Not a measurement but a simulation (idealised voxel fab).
Process module heading - voxel quadruple lines
We display cut, a cross-section 205 nm in width whose square cells are each 5 nm.
Heads up, the way a cross-section reads in here is a grid of square cells, handed over as bands from the top down, with every band being one or more rows of cells. This entry defines a band. It first specifies the height of the band's top and the height of its bottom in nm, and then specifies the band's materials from left to right, stating each material with its width in nm. The word "everywhere" identifies a single material that fills the band from edge to edge, while the word "blank" identifies empty space. All heights in this document are referenced to 0, defined as the level beneath which the wafer, as received, consists entirely of one material. The lowest band is not bounded below; it extends indefinitely downward and is written in the form "0 -> down". It should be noted that a width expressed as "30 to 40" varies in equal increments from row to row of cells within the band, taking the value of the first number at the top row and that of the second number at the bottom row. What does "changes: none" mean for a step? It means no cell of the cross-section changed in that step. In "Enclosed void entries" the enclosed voids are listed, meaning empty spaces of 8 cells or larger without any opening to the top. The form is width x height at distance, distance from the left edge, units nm. That trailing text on a step's line, after the settings, is the simulator's own remark on the step. "overlay nm" denotes, for a step that has a mask, the displacement of the mask to the right of its planned place, with negative values corresponding to the left.
[The planned process steps are enumerated hereunder]
1 RECEIVE (material Si)
2 CONFORMAL_DEP (material SiO2; thk nm 5)
3 DIRECTIONAL_DEP (material Ru; thk nm 15)
4 DIRECTIONAL_DEP (material polySi; thk nm 15)
5 DIRECTIONAL_DEP (material aC; thk nm 20)
6 PATTERN (tone cover; mask id MANDREL; material resist; width nm 20; pitch nm 60; thk nm 25; overlay nm 0)
7 DIRECTIONAL_ETCH (etch materials aC; depth nm 20)
8 STRIP (etch materials resist)
9 CONFORMAL_DEP (material SiO2; thk nm 10)
10 DIRECTIONAL_ETCH (etch materials SiO2; depth nm 10)
11 STRIP (etch materials aC)
12 DIRECTIONAL_ETCH (etch materials polySi; depth nm 15)
13 STRIP (etch materials SiO2)
14 CONFORMAL_DEP (material SiN; thk nm 5)
15 DIRECTIONAL_ETCH (etch materials SiN; depth nm 5)
16 STRIP (etch materials polySi)
17 DIRECTIONAL_ETCH (etch materials Ru; depth nm 15)
18 STRIP (etch materials SiN)
[As-received state of the wafer in cross-section, equivalent to post-step 1]
- 0 -> down  Si everywhere
- Enclosed void entries: none
[Starting wafer: above. Plan: above. Run: one mistake. Cross-section after the module: below]
- 20 -> 5  blank=40, Ru=5, blank=10, Ru=5, blank=20, Ru=5, blank=10, Ru=10, blank=10, Ru=5, blank=20, Ru=5, blank=10, Ru=5, blank=45
- 5 -> 0  SiO2 everywhere
- 0 -> down  Si everywhere
- Enclosed void entries: none
Here's what went sideways: rather than as planned, step 6 actually ran as PATTERN (tone cover; mask id MANDREL; material resist; width nm 30; pitch nm 60; thk nm 25; overlay nm 0)
